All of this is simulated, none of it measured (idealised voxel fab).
The following is a process module called voxel transistor to metal.
The figure presents cross-section cut, which has a width of 140 nm and is divided into square cells with an edge length of 5 nm.
Bands, listed from the top down, are how a cross-section gets written in this document; the cross-section itself is a grid of square cells, and a band is one or more rows of them. Band: top height; bottom height; in nm. Then, left to right: material with width in nm, for each material. "everywhere": a single material spanning edge to edge. "blank": empty space. Convention: height 0 is the level below which the wafer, as received, is all one material. The lowest band does not terminate at the bottom but continues downward, represented as "0 nm and below". Width "30->40": first value at the band's top row of cells, second value at its bottom row, equal change from row to row. "all unchanged" after a step means that no cell of the cross-section changed. Listed in "Voids lacking openings": every empty space of 8 or more cells without an open way to the top. Form: width x height at distance, the distance being from the left edge, all in nm. Text after the settings on a step's line: the simulator's own remark on that step. overlay nm: mask offset rightward from planned place, masked step; negative means leftward offset.

**These are the steps we planned for the process**
1 RECEIVE, material Si
2 OXIDIZE, depth nm 5
3 CONFORMAL_DEP, material SiN, thk nm 10
4 MASKED_ETCH, tone cover, mask id ACTIVE, width nm 105, etch materials SiN, depth nm 10, overlay nm 0
5 MASKED_ETCH, tone cover, mask id ACTIVE, width nm 105, etch materials SiO2, depth nm 5, overlay nm 0
6 MASKED_ETCH, tone cover, mask id ACTIVE, width nm 105, etch materials Si, depth nm 30, overlay nm 0
7 OXIDIZE, depth nm 5
8 FILL_DEP, material SiO2, thk nm 15
9 CMP, height nm 10
10 SELECTIVE_ETCH, etch materials SiO2, depth nm 5
11 STRIP, etch materials SiN
12 SELECTIVE_ETCH, etch materials SiO2, depth nm 5
13 OXIDIZE, depth nm 5
14 DIRECTIONAL_DEP, material polySi, thk nm 20
15 DIRECTIONAL_DEP, material SiCN, thk nm 15
16 DIRECTIONAL_DEP, material aC, thk nm 10
17 PATTERN, tone cover, mask id GATE, material resist, width nm 25, thk nm 25, overlay nm 0
18 DIRECTIONAL_ETCH, etch materials aC, depth nm 10
19 STRIP, etch materials resist
20 DIRECTIONAL_ETCH, etch materials SiCN, depth nm 25
21 DIRECTIONAL_ETCH, etch materials polySi, depth nm 30
22 STRIP, etch materials aC
23 CONFORMAL_DEP, material SiN, thk nm 5
24 DIRECTIONAL_ETCH, etch materials SiN, depth nm 5
25 DIRECTIONAL_ETCH, etch materials SiO2, depth nm 5
26 DIRECTIONAL_ETCH, etch materials Si, depth nm 5
27 EPI, material pSi, thk nm 10
28 FILL_DEP, material SiO2, thk nm 10
29 CMP, height nm 15
30 STRIP, etch materials polySi
31 SELECTIVE_ETCH, etch materials SiO2, depth nm 5
32 CONFORMAL_DEP, material HfO2, thk nm 5
33 CONFORMAL_DEP, material TiN, thk nm 5
34 FILL_DEP, material W, thk nm 5
35 CMP, height nm 10
36 DIRECTIONAL_DEP, material SiO2, thk nm 10
37 PATTERN, tone open, mask id CONTACT, material resist, width nm 15, pitch nm 80, thk nm 15, overlay nm 0
38 DIRECTIONAL_ETCH, etch materials SiO2, depth nm 25
39 STRIP, etch materials resist
40 CONFORMAL_DEP, material TiN, thk nm 5
41 FILL_DEP, material Ru, thk nm 10
42 CMP, height nm 20
43 CONFORMAL_DEP, material SiCN, thk nm 5
44 DIRECTIONAL_DEP, material lowk, thk nm 20
45 DIRECTIONAL_DEP, material aC, thk nm 15
46 PATTERN, tone open, mask id METAL_1, material resist, width nm 15, pitch nm 80, thk nm 30, overlay nm 0
47 DIRECTIONAL_ETCH, etch materials aC, depth nm 15
48 STRIP, etch materials resist
49 DIRECTIONAL_ETCH, etch materials lowk, depth nm 20
50 DIRECTIONAL_ETCH, etch materials SiCN, depth nm 5
51 STRIP, etch materials aC
52 CONFORMAL_DEP, material TiN, thk nm 5
53 FILL_DEP, material Cu, thk nm 5
54 CMP, height nm 45
55 CONFORMAL_DEP, material SiCN, thk nm 5
56 DIRECTIONAL_DEP, material lowk, thk nm 35
57 PATTERN, tone open, mask id METAL_2, material resist, width nm 15, pitch nm 80, thk nm 15, overlay nm 0
58 DIRECTIONAL_ETCH, etch materials lowk, depth nm 20
59 STRIP, etch materials resist
60 MASKED_ETCH, tone open, mask id METAL_2_HOLES, width nm 15, pitch nm 80, etch materials lowk, depth nm 15, overlay nm 0
61 MASKED_ETCH, tone open, mask id METAL_2_HOLES, width nm 15, pitch nm 80, etch materials SiCN, depth nm 5, overlay nm 0
62 CONFORMAL_DEP, material TiN, thk nm 5
63 FILL_DEP, material Ru, thk nm 10
64 CMP, height nm 85
65 CONFORMAL_DEP, material SiCN, thk nm 5

**As-received wafer cross-section (after step 1)**
> 0 nm and below  Si everywhere
> Voids lacking openings: none

**Starting structure and process plan are as shown above, but one mistake was made in running the module; the wafer cross-section at the end of the module follows**
> 90 nm to 85 nm  SiCN everywhere
> 85 nm to 50 nm  lowk 20  TiN 5  Ru 5  TiN 5  lowk 65  TiN 5  Ru 5  TiN 5  lowk 25
> 50 nm to 45 nm  SiCN 20  TiN 15  SiCN 65  TiN 15  SiCN 25
> 45 nm to 25 nm  lowk 20  TiN 5  Cu 5  TiN 5  lowk 65  TiN 5  Cu 5  TiN 5  lowk 25
> 25 nm to 20 nm  SiCN 20  TiN 15  SiCN 65  TiN 15  SiCN 25
> 20 nm to 10 nm  SiO2 20  TiN 5  Ru 5  TiN 5  SiO2 65  TiN 5  Ru 5  TiN 5  SiO2 25
> 10 nm to 0 nm  SiO2 20  TiN 5  Ru 5  TiN 5  SiO2 15  SiN 5  SiCN 25  SiN 5  SiO2 15  TiN 5  Ru 5  TiN 5  SiO2 25
> 0 nm to -5 nm  SiO2 10  SiN 5  SiO2 5  TiN 15  SiO2 5  pSi 10  SiN 5  SiCN 25  SiN 5  pSi 10  SiO2 5  TiN 15  SiO2 5  SiN 5  SiO2 15
> -5 nm to -10 nm  SiO2 15  pSi 35  SiO2 35  pSi 35  SiO2 20
> -10 nm to -15 nm  SiO2 20  pSi 30  Si 35  pSi 30  SiO2 25
> -15 nm to -40 nm  SiO2 20  Si 95  SiO2 25
> -40 nm and below  Si everywhere
> Voids lacking openings: none
Short version of what went wrong: step 14 of the plan was jumped over and never run
